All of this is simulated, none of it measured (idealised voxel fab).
This is a process module. Its name is voxel capacitor over wiring.
The figure presents cross-section cut, which has a width of 280 nm and is divided into square cells with an edge length of 5 nm.
Cross-section format: a grid of square cells, given as bands from top to bottom; each band is one or more rows of cells.
The band entry comprises the height of the band's top followed by the height of its bottom, expressed in nm, and subsequently the band's materials from left to right, each stated together with its width in nm. Where a single material is marked with the word "all across", that material fills the band from edge to edge. The word "empty" represents empty space.
Basically, 0 is our baseline, since under it the wafer straight out of the box is all one material. The bottom band has no lower end and keeps on going down, so it looks like "0 and below".
A width given as "30..40" starts at the first number in the band's top row and ends at the second number in its bottom row, shifting by an equal amount at every step from row to row.
A step reported as "nothing was modified" is a step in which no cell of the cross-section changed.
Heads up: "Closed-off voids" only lists the empty pockets with no open path to the top that are 8 cells or more, and it writes them as width x height at distance, distance from the left edge, in nm.
The remark found on a step's line after its settings is issued by the simulator itself and pertains to that step.
The "overlay nm" setting may appear on a step's line; for a step that uses a mask, it gives how far to the right of its planned position the mask lay, and a negative value indicates the left.
## Planned step list for the process
| 1 | RECEIVE [material Si] |
| 2 | CONFORMAL_DEP [material SiO2] [thk nm 15] |
| 3 | DIRECTIONAL_DEP [material TiN] [thk nm 5] |
| 4 | DIRECTIONAL_DEP [material W] [thk nm 15] |
| 5 | PATTERN [tone cover] [mask id METAL_1] [material resist] [width nm 30] [pitch nm 100] [thk nm 20] [overlay nm 0] |
| 6 | DIRECTIONAL_ETCH [etch materials W] [depth nm 15] |
| 7 | DIRECTIONAL_ETCH [etch materials TiN] [depth nm 5] |
| 8 | STRIP [etch materials resist] |
| 9 | FILL_DEP [material lowk] [thk nm 5] |
| 10 | CMP [height nm 35] |
| 11 | CONFORMAL_DEP [material SiCN] [thk nm 5] |
| 12 | DIRECTIONAL_DEP [material lowk] [thk nm 20] |
| 13 | DIRECTIONAL_DEP [material aC] [thk nm 10] |
| 14 | PATTERN [tone open] [mask id PLUG_1] [material resist] [width nm 15] [thk nm 30] [overlay nm 0] |
| 15 | DIRECTIONAL_ETCH [etch materials aC] [depth nm 10] |
| 16 | STRIP [etch materials resist] |
| 17 | DIRECTIONAL_ETCH [etch materials lowk] [depth nm 20] |
| 18 | DIRECTIONAL_ETCH [etch materials SiCN] [depth nm 5] |
| 19 | STRIP [etch materials aC] |
| 20 | EPI [material Ru] [thk nm 10] |
| 21 | EPI [material Ru] [thk nm 10] |
| 22 | EPI [material Ru] [thk nm 5] |
| 23 | DIRECTIONAL_DEP [material TiN] [thk nm 5] |
| 24 | DIRECTIONAL_DEP [material HfO2] [thk nm 5] |
| 25 | DIRECTIONAL_DEP [material TiN] [thk nm 10] |
| 26 | MASKED_ETCH [tone cover] [mask id UPPER_PLATE] [width nm 75] [etch materials TiN] [depth nm 10] [overlay nm 0] |
| 27 | MASKED_ETCH [tone cover] [mask id UPPER_PLATE] [width nm 75] [etch materials HfO2] [depth nm 5] [overlay nm 0] |
| 28 | DIRECTIONAL_DEP [material aC] [thk nm 10] |
| 29 | PATTERN [tone cover] [mask id LOWER_PLATE] [material resist] [width nm 85] [thk nm 30] [overlay nm 0] |
| 30 | DIRECTIONAL_ETCH [etch materials aC] [depth nm 10] |
| 31 | STRIP [etch materials resist] |
| 32 | DIRECTIONAL_ETCH [etch materials TiN] [depth nm 5] |
| 33 | STRIP [etch materials aC] |
| 34 | FILL_DEP [material SiO2] [thk nm 20] |
| 35 | CMP [height nm 95] |
| 36 | DIRECTIONAL_DEP [material aC] [thk nm 15] |
| 37 | PATTERN [tone open] [mask id PLUG_2] [material resist] [width nm 15] [thk nm 30] [overlay nm 0] |
| 38 | DIRECTIONAL_ETCH [etch materials aC] [depth nm 15] |
| 39 | STRIP [etch materials resist] |
| 40 | DIRECTIONAL_ETCH [etch materials SiO2] [depth nm 15] |
| 41 | STRIP [etch materials aC] |
| 42 | CONFORMAL_DEP [material TiN] [thk nm 5] |
| 43 | FILL_DEP [material Ru] [thk nm 5] |
| 44 | CMP [height nm 95] |
| 45 | CONFORMAL_DEP [material SiCN] [thk nm 5] |
## This is the cross-section of the wafer as we received it, i.e. after step 1
* 0 and below = Si all across
* Closed-off voids: none
## First wafer of two, sectioned at end of module; run went per plan
* 100 down to 95 = SiCN all across
* 95 down to 85 = 100 SiO2, 5 TiN, 5 Ru, 5 TiN, 165 SiO2
* 85 down to 80 = 100 SiO2, 15 TiN, 165 SiO2
* 80 down to 70 = 90 SiO2, 75 TiN, 115 SiO2
* 70 down to 65 = 90 SiO2, 75 HfO2, 115 SiO2
* 65 down to 60 = 85 SiO2, 85 TiN, 110 SiO2
* 60 down to 40 = 90 lowk, 15 Ru, 175 lowk
* 40 down to 35 = 90 SiCN, 15 Ru, 175 SiCN
* 35 down to 20 = 75 lowk, 30 W, 70 lowk, 30 W, 75 lowk
* 20 down to 15 = 75 lowk, 30 TiN, 70 lowk, 30 TiN, 75 lowk
* 15 down to 0 = SiO2 all across
* 0 and below = Si all across
* Closed-off voids: none
## Here is the second of the two wafers cut open at the end of the module - same start, same plan as the first one, but we made one mistake running it
* 100 down to 95 = SiCN all across
* 95 down to 85 = 100 SiO2, 5 TiN, 5 Ru, 5 TiN, 165 SiO2
* 85 down to 80 = 100 SiO2, 15 TiN, 165 SiO2
* 80 down to 70 = 90 SiO2, 75 TiN, 115 SiO2
* 70 down to 65 = 90 SiO2, 75 HfO2, 115 SiO2
* 65 down to 60 = 85 SiO2, 85 TiN, 110 SiO2
* 60 down to 40 = 85 lowk, 15 Ru, 180 lowk
* 40 down to 35 = 85 SiCN, 15 Ru, 180 SiCN
* 35 down to 20 = 75 lowk, 30 W, 70 lowk, 30 W, 75 lowk
* 20 down to 15 = 75 lowk, 30 TiN, 70 lowk, 30 TiN, 75 lowk
* 15 down to 0 = SiO2 all across
* 0 and below = Si all across
* Closed-off voids: none
It is concluded that the wafer was processed incorrectly with respect to the plan, in that it should be noted that step 14 was executed with settings other than those planned, the operation and settings actually applied being PATTERN [tone open] [mask id PLUG_1] [material resist] [width nm 15] [thk nm 30] [overlay nm -5]
Tallied in cells, the final second wafer holds each material in the same quantity as the first, although not at the same places.
